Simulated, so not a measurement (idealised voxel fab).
Process module in this document: voxel air gaps
For reference, the cross-section in this document is cut, with width 155 nm and square cells of 5 nm.
Bands, listed from the top down, are how a cross-section gets written in this document; the cross-section itself is a grid of square cells, and a band is one or more rows of them. Band: top height; bottom height; in nm. Then, left to right: material with width in nm, for each material. "everywhere": a single material spanning edge to edge. "empty": empty space. All heights in this document are referenced to 0, defined as the level beneath which the wafer, as received, consists entirely of one material. The lowest band is not bounded below; it extends indefinitely downward and is written in the form "0 -> down". The width entry "30 to 40" should be interpreted row by row: the top row of cells in the band takes the first number, the bottom row takes the second number, and the change between adjacent rows is uniform throughout. You'll sometimes find "all unchanged" written for a step, and that's the way of saying that nowhere in the cross-section did a cell change during that step. You'll see "Closed-off voids" listing empty spaces that have no way open to the top, as long as they're 8 cells or more; the notation is width x height at distance, where the distance is from the left edge, and all of it is in nm. after a step's settings: what the simulator itself notes on the step. Steps that use a mask can have "overlay nm" on their line. It says how far the mask sat to the right of where it was meant to be. Negative means to the left.

LISTED BELOW ARE THE PROCESS STEPS AS PLANNED
- 1: RECEIVE: material Si
- 2: CONFORMAL_DEP: material SiO2, thk nm 15
- 3: CONFORMAL_DEP: material SiN, thk nm 5
- 4: DIRECTIONAL_DEP: material lowk, thk nm 35
- 5: DIRECTIONAL_DEP: material aC, thk nm 10
- 6: PATTERN: tone open, mask id LINES, material resist, width nm 15, pitch nm 40, thk nm 30, overlay nm 0
- 7: DIRECTIONAL_ETCH: etch materials aC, depth nm 10
- 8: STRIP: etch materials resist
- 9: DIRECTIONAL_ETCH: etch materials lowk, depth nm 35
- 10: STRIP: etch materials aC
- 11: CONFORMAL_DEP: material TiN, thk nm 5
- 12: FILL_DEP: material Ru, thk nm 5
- 13: CMP: height nm 55
- 14: EPI: material Ru, thk nm 10
- 15: SELECTIVE_ETCH: etch materials lowk, depth nm 45
- 16: CONFORMAL_DEP: material SiN, thk nm 5

THE CROSS-SECTION HERE SHOWS THE WAFER AS RECEIVED, I.E. IN ITS STATE AFTER STEP 1
0 -> down: Si everywhere
Closed-off voids: none

A WAFER AT THE END: THIS START, THIS PLAN, ONE MISTAKE
70 -> 65: empty 25 nm; SiN 125 nm; empty 5 nm
65 -> 55: empty 25 nm; SiN 5 nm; Ru 35 nm; SiN 5 nm; Ru 35 nm; SiN 5 nm; Ru 35 nm; SiN 5 nm; empty 5 nm
55 -> 50: empty 25 nm; SiN 15 nm; TiN 5 nm; Ru 5 nm; TiN 5 nm; SiN 25 nm; TiN 5 nm; Ru 5 nm; TiN 5 nm; SiN 25 nm; TiN 5 nm; Ru 5 nm; TiN 5 nm; SiN 15 nm; empty 5 nm
50 -> 25: empty 35 nm; SiN 5 nm; TiN 5 nm; Ru 5 nm; TiN 5 nm; SiN 5 nm; empty 15 nm; SiN 5 nm; TiN 5 nm; Ru 5 nm; TiN 5 nm; SiN 5 nm; empty 15 nm; SiN 5 nm; TiN 5 nm; Ru 5 nm; TiN 5 nm; SiN 5 nm; empty 15 nm
25 -> 20: SiN 40 nm; TiN 15 nm; SiN 25 nm; TiN 15 nm; SiN 25 nm; TiN 15 nm; SiN 20 nm
20 -> 15: SiN everywhere
15 -> 0: SiO2 everywhere
0 -> down: Si everywhere
Closed-off voids: 15 x 25 at 60; 15 x 25 at 100
Processing error: step 6: run off-plan, actual operation and settings PATTERN: tone open, mask id LINES, material resist, width nm 15, pitch nm 40, thk nm 30, overlay nm 10
